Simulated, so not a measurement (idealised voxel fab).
You're looking at the process module voxel double patterning.
Section shown: cut. Width: 210 nm. Cell size: 5 nm, square.
Each cross-section below is a grid of square cells, stated as bands in top-down order, with one or more rows of cells making up each band.
Heads up on the band format: heights come first, top then bottom, in nm. After that it's the materials left to right, each with its width in nm. A single material flagged "edge to edge" fills the whole band edge to edge, and "empty" means there's empty space there.
Ref level 0: as-received wafer is one material below here. Bottom band extends down with no lower bound ("0 -> down").
With a width like "30->40", each row of cells in the band differs from the next by the same amount, the top row carrying the first number and the bottom row the second.
Step note "no alteration" = no cross-section cell changed.
Closed empty spaces (no open way to the top) of 8 cells or more are what "Closed void list" lists, each as width x height at distance from the left edge, nm for all three.
Note: text after step settings on the step line = simulator remark on that step.
overlay nm: mask right of planned place by this much (step with mask). Neg. = left.

Steps in the process plan
step 1: RECEIVE with material Si
step 2: CONFORMAL_DEP with material SiN, thk nm 10
step 3: DIRECTIONAL_DEP with material SiO2, thk nm 10
step 4: DIRECTIONAL_DEP with material SiCN, thk nm 10
step 5: MASKED_ETCH with tone open, mask id FIRST, width nm 15, pitch nm 50, etch materials SiCN, depth nm 10, overlay nm 0
step 6: MASKED_ETCH with tone open, mask id SECOND, width nm 15, pitch nm 50, etch materials SiCN, depth nm 10, overlay nm 0
step 7: DIRECTIONAL_ETCH with etch materials SiO2, depth nm 10
step 8: STRIP with etch materials SiCN

Incoming wafer, cross-sectional view, post step 1
  0 -> down = Si edge to edge
  Closed void list: none

Final wafer profile in cross-section after the module, from the same start and plan as above, with one mistake made during processing
  15 -> 10 = SiO2 45 nm / empty 15 nm / SiO2 10 nm / empty 15 nm / SiO2 10 nm / empty 15 nm / SiO2 10 nm / empty 15 nm / SiO2 10 nm / empty 15 nm / SiO2 50 nm
  10 -> 0 = SiN edge to edge
  0 -> down = Si edge to edge
  Closed void list: none
It is concluded that the wafer was processed incorrectly with respect to the plan, in that step 3 went in with a setting other than planned; the actual run was DIRECTIONAL_DEP with material SiO2, thk nm 5
